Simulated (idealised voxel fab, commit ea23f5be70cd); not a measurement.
Process module under the name voxel transistor to metal
Cross-section cut: width 285 nm, square cells of 5 nm.
Cross-section, as written here: a square-cell grid given band by band from the top down, where a band holds one or more rows of cells.
It is stipulated that each band's entry specify, in nanometres, the height of the top of the band and then that of its bottom, followed by the materials of the band in left-to-right sequence, each together with its width in nanometres. A single material marked by the word "everywhere" is understood to fill the band from edge to edge; the word "air" is understood to denote empty space.
Measure heights from 0. That's the level where, below it, the as-received wafer is all one material. The lowest band is bottomless and extends downward; write it as in "0 and below".
Think of "30 to 40" as a width that walks from the first number to the second as you go down the band, top row to bottom row, taking equal-sized steps from row to row.
"no modifications", as given for a step, is the statement that not any cell of the cross-section underwent a change during that step.
"Unvented internal voids": sealed empty spaces, 8 cells or more, no open way to top, listed width x height at distance, with distance from the left edge and width, height and distance in nm.
Anything after a step's settings on that line? It's the simulator's own note about the step.
overlay nm: where the mask lay relative to plan, measured to the right, on steps with a mask; negatives go left.
Set out below are the planned steps of the process:
1. RECEIVE, material Si
2. CONFORMAL_DEP, material SiO2, thk nm 5
3. CONFORMAL_DEP, material SiN, thk nm 10
4. DIRECTIONAL_DEP, material aC, thk nm 10
5. PATTERN, tone cover, mask id ACTIVE, material resist, width nm 100, pitch nm 130, thk nm 25, overlay nm 0
6. DIRECTIONAL_ETCH, etch materials aC, depth nm 10
7. STRIP, etch materials resist
8. DIRECTIONAL_ETCH, etch materials SiN, depth nm 10
9. DIRECTIONAL_ETCH, etch materials SiO2, depth nm 5
10. DIRECTIONAL_ETCH, etch materials Si, depth nm 35
11. STRIP, etch materials aC
12. FILL_DEP, material SiO2, thk nm 15
13. CMP, height nm 15
14. SELECTIVE_ETCH, etch materials SiO2, depth nm 10
15. STRIP, etch materials SiN
16. SELECTIVE_ETCH, etch materials SiO2, depth nm 5
17. OXIDIZE, depth nm 5
18. DIRECTIONAL_DEP, material polySi, thk nm 20
19. DIRECTIONAL_DEP, material SiCN, thk nm 15
20. DIRECTIONAL_DEP, material aC, thk nm 10
21. PATTERN, tone cover, mask id GATE, material resist, width nm 20, pitch nm 130, thk nm 25, overlay nm 0
22. DIRECTIONAL_ETCH, etch materials aC, depth nm 10
23. STRIP, etch materials resist
24. DIRECTIONAL_ETCH, etch materials SiCN, depth nm 25
25. DIRECTIONAL_ETCH, etch materials polySi, depth nm 30
26. STRIP, etch materials aC
27. CONFORMAL_DEP, material SiO2, thk nm 5
28. DIRECTIONAL_ETCH, etch materials SiO2, depth nm 5
29. CONFORMAL_DEP, material SiN, thk nm 10
30. DIRECTIONAL_ETCH, etch materials SiN, depth nm 10
31. DIRECTIONAL_ETCH, etch materials SiO2, depth nm 5
32. DIRECTIONAL_ETCH, etch materials Si, depth nm 15
33. EPI, material nSi, thk nm 20
34. FILL_DEP, material SiO2, thk nm 10
35. CMP, height nm 35
36. DIRECTIONAL_DEP, material SiO2, thk nm 15
37. PATTERN, tone open, mask id CONTACT, material resist, width nm 15, thk nm 20, overlay nm 0
38. DIRECTIONAL_ETCH, etch materials SiO2, depth nm 35
39. STRIP, etch materials resist
40. CONFORMAL_DEP, material TiN, thk nm 5
41. FILL_DEP, material Ru, thk nm 5
42. CMP, height nm 50
43. DIRECTIONAL_DEP, material TiN, thk nm 5
44. DIRECTIONAL_DEP, material Ru, thk nm 25
45. MASKED_ETCH, tone cover, mask id METAL_1, width nm 15, etch materials Ru, depth nm 25, overlay nm 0
46. MASKED_ETCH, tone cover, mask id METAL_1, width nm 15, etch materials TiN, depth nm 5, overlay nm 0
47. CONFORMAL_DEP, material SiN, thk nm 5
48. FILL_DEP, material lowk, thk nm 10
49. CMP, height nm 80
50. CONFORMAL_DEP, material SiCN, thk nm 5
Cross-section: wafer on arrival = after step 1:
    0 and below = Si everywhere
    Unvented internal voids: none
The plan above was carried out on the starting structure above with one mistake, and this cross-section shows the wafer at the end of the module:
    85 down to 80 = SiCN everywhere
    80 down to 55 = 25 of lowk; 5 of SiN; 15 of Ru; 5 of SiN; 50 of lowk; 5 of SiN; 15 of Ru; 5 of SiN; 30 of lowk; 5 of SiN; 15 of Ru; 5 of SiN; 50 of lowk; 5 of SiN; 15 of Ru; 5 of SiN; 30 of lowk
    55 down to 50 = 30 of SiN; 15 of TiN; 60 of SiN; 15 of TiN; 40 of SiN; 15 of TiN; 60 of SiN; 15 of TiN; 35 of SiN
    50 down to 35 = 30 of SiO2; 5 of TiN; 5 of Ru; 5 of TiN; 60 of SiO2; 5 of TiN; 5 of Ru; 5 of TiN; 40 of SiO2; 5 of TiN; 5 of Ru; 5 of TiN; 60 of SiO2; 5 of TiN; 5 of Ru; 5 of TiN; 35 of SiO2
    35 down to 25 = 30 of SiO2; 5 of TiN; 5 of Ru; 5 of TiN; 5 of SiO2; 10 of SiN; 5 of SiO2; 20 of SiCN; 5 of SiO2; 10 of SiN; 5 of SiO2; 5 of TiN; 5 of Ru; 5 of TiN; 40 of SiO2; 5 of TiN; 5 of Ru; 5 of TiN; 5 of SiO2; 10 of SiN; 5 of SiO2; 20 of SiCN; 5 of SiO2; 10 of SiN; 5 of SiO2; 5 of TiN; 5 of Ru; 5 of TiN; 35 of SiO2
    25 down to 20 = 30 of SiO2; 15 of TiN; 5 of SiO2; 10 of SiN; 5 of SiO2; 20 of polySi; 5 of SiO2; 10 of SiN; 5 of SiO2; 15 of TiN; 40 of SiO2; 15 of TiN; 5 of SiO2; 10 of SiN; 5 of SiO2; 20 of polySi; 5 of SiO2; 10 of SiN; 5 of SiO2; 15 of TiN; 35 of SiO2
    20 down to 15 = 30 of SiO2; 20 of nSi; 10 of SiN; 5 of SiO2; 20 of polySi; 5 of SiO2; 10 of SiN; 20 of nSi; 40 of SiO2; 20 of nSi; 10 of SiN; 5 of SiO2; 20 of polySi; 5 of SiO2; 10 of SiN; 20 of nSi; 35 of SiO2
    15 down to 5 = 20 of SiO2; 30 of nSi; 10 of SiN; 5 of SiO2; 20 of polySi; 5 of SiO2; 10 of SiN; 30 of nSi; 20 of SiO2; 30 of nSi; 10 of SiN; 5 of SiO2; 20 of polySi; 5 of SiO2; 10 of SiN; 30 of nSi; 25 of SiO2
    5 down to 0 = 15 of SiO2; 10 of SiN; 25 of nSi; 50 of SiO2; 25 of nSi; 10 of SiN; 10 of SiO2; 10 of SiN; 25 of nSi; 50 of SiO2; 25 of nSi; 10 of SiN; 20 of SiO2
    0 down to -5 = 35 of SiO2; 15 of nSi; 50 of Si; 15 of nSi; 50 of SiO2; 15 of nSi; 50 of Si; 15 of nSi; 40 of SiO2
    -5 down to -15 = 25 of SiO2; 10 of Si; 15 of nSi; 50 of Si; 15 of nSi; 10 of Si; 30 of SiO2; 10 of Si; 15 of nSi; 50 of Si; 15 of nSi; 10 of Si; 30 of SiO2
    -15 down to -35 = 25 of SiO2; 100 of Si; 30 of SiO2; 100 of Si; 30 of SiO2
    -35 and below = Si everywhere
    Unvented internal voids: none
It is concluded that the wafer was processed incorrectly with respect to the plan, in that steps 15 and 16 run out of order (swapped)
